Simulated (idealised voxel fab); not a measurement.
Herein follows the process module entitled voxel gate over fins.
The cross-section on display is named cut; it measures 255 nm wide, and its cells are 5 nm squares.
Square cells in a grid make up a cross-section in this document, and the grid is given as bands, listed from the top down, each one or more rows of cells. Read a band's entry like this: the first values are the height of its top and the height of its bottom in nm, and what follows is the sequence of materials from left to right, each with its width in nm. Note that "air" is empty space, and that a single material marked "full width" reaches across the band from edge to edge. Measure heights from 0. That's the level where, below it, the as-received wafer is all one material. The lowest band is bottomless and extends downward; write it as in "0 nm and below". It should be noted that a width expressed as "30 to 40" varies in equal increments from row to row of cells within the band, taking the value of the first number at the top row and that of the second number at the bottom row. Key: "no change" - step with no changed cell in the cross-section. In the "Completely enclosed voids" entry, you get each enclosed empty space of 8 cells or more, one with no open way to the top, written width x height at distance, distance from the left edge, in nm. On a step's line, text after the settings is the simulator commenting on that step. Among the settings permitted on a step's line is "overlay nm"; applied to a step with a mask, it specifies the extent to which the mask lay to the right of its planned position, whereas a negative figure signifies a position to the left.

The following list gives the planned process steps:
1 RECEIVE with material Si
2 CONFORMAL_DEP with material SiN, thk nm 10
3 PATTERN with tone cover, mask id FINS, material resist, width nm 15, pitch nm 35, thk nm 15, overlay nm 0
4 DIRECTIONAL_ETCH with etch materials SiN, depth nm 10
5 DIRECTIONAL_ETCH with etch materials Si, depth nm 30
6 STRIP with etch materials resist
7 OXIDIZE with depth nm 5
8 FILL_DEP with material SiO2, thk nm 10
9 CMP with height nm 10
10 SELECTIVE_ETCH with etch materials SiO2, depth nm 20
11 STRIP with etch materials SiN
12 CONFORMAL_DEP with material HfO2, thk nm 5
13 CONFORMAL_DEP with material TiN, thk nm 5
14 FILL_DEP with material W, thk nm 10
15 CMP with height nm 15
16 CONFORMAL_DEP with material SiCN, thk nm 5

Incoming wafer in cross-section (state: after step 1):
  0 nm and below | Si full width
  Completely enclosed voids: none

Post-module cross-section of the first of two wafers (run per plan):
  20 nm to 15 nm | SiCN full width
  15 nm to 10 nm | W full width
  10 nm to 5 nm | 80 nm W; 25 nm TiN; 10 nm W; 25 nm TiN; 10 nm W; 25 nm TiN; 80 nm W
  5 nm to 0 nm | 80 nm W; 5 nm TiN; 15 nm HfO2; 5 nm TiN; 10 nm W; 5 nm TiN; 15 nm HfO2; 5 nm TiN; 10 nm W; 5 nm TiN; 15 nm HfO2; 5 nm TiN; 80 nm W
  0 nm to -5 nm | 85 nm TiN; 5 nm HfO2; 5 nm Si; 5 nm HfO2; 20 nm TiN; 5 nm HfO2; 5 nm Si; 5 nm HfO2; 20 nm TiN; 5 nm HfO2; 5 nm Si; 5 nm HfO2; 85 nm TiN
  -5 nm to -10 nm | 90 nm HfO2; 5 nm Si; 30 nm HfO2; 5 nm Si; 30 nm HfO2; 5 nm Si; 90 nm HfO2
  -10 nm to -35 nm | 90 nm SiO2; 5 nm Si; 30 nm SiO2; 5 nm Si; 30 nm SiO2; 5 nm Si; 90 nm SiO2
  -35 nm and below | Si full width
  Completely enclosed voids: none

Wafer two, sectioned after the module: the first wafer's start, the first wafer's plan, and one mistake in how it was run:
  20 nm to 15 nm | SiCN full width
  15 nm to 10 nm | W full width
  10 nm to 5 nm | 80 nm W; 25 nm HfO2; 10 nm W; 25 nm HfO2; 10 nm W; 25 nm HfO2; 80 nm W
  5 nm to 0 nm | 80 nm W; 5 nm HfO2; 15 nm TiN; 5 nm HfO2; 10 nm W; 5 nm HfO2; 15 nm TiN; 5 nm HfO2; 10 nm W; 5 nm HfO2; 15 nm TiN; 5 nm HfO2; 80 nm W
  0 nm to -5 nm | 85 nm HfO2; 5 nm TiN; 5 nm Si; 5 nm TiN; 20 nm HfO2; 5 nm TiN; 5 nm Si; 5 nm TiN; 20 nm HfO2; 5 nm TiN; 5 nm Si; 5 nm TiN; 85 nm HfO2
  -5 nm to -10 nm | 90 nm TiN; 5 nm Si; 30 nm TiN; 5 nm Si; 30 nm TiN; 5 nm Si; 90 nm TiN
  -10 nm to -35 nm | 90 nm SiO2; 5 nm Si; 30 nm SiO2; 5 nm Si; 30 nm SiO2; 5 nm Si; 90 nm SiO2
  -35 nm and below | Si full width
  Completely enclosed voids: none
Against the plan, the run slipped here: steps 12 and 13 of the plan were each performed in the slot designated for the other
Matching per-material cell counts, mismatched positions: that is how the second wafer compares with the first at the end.
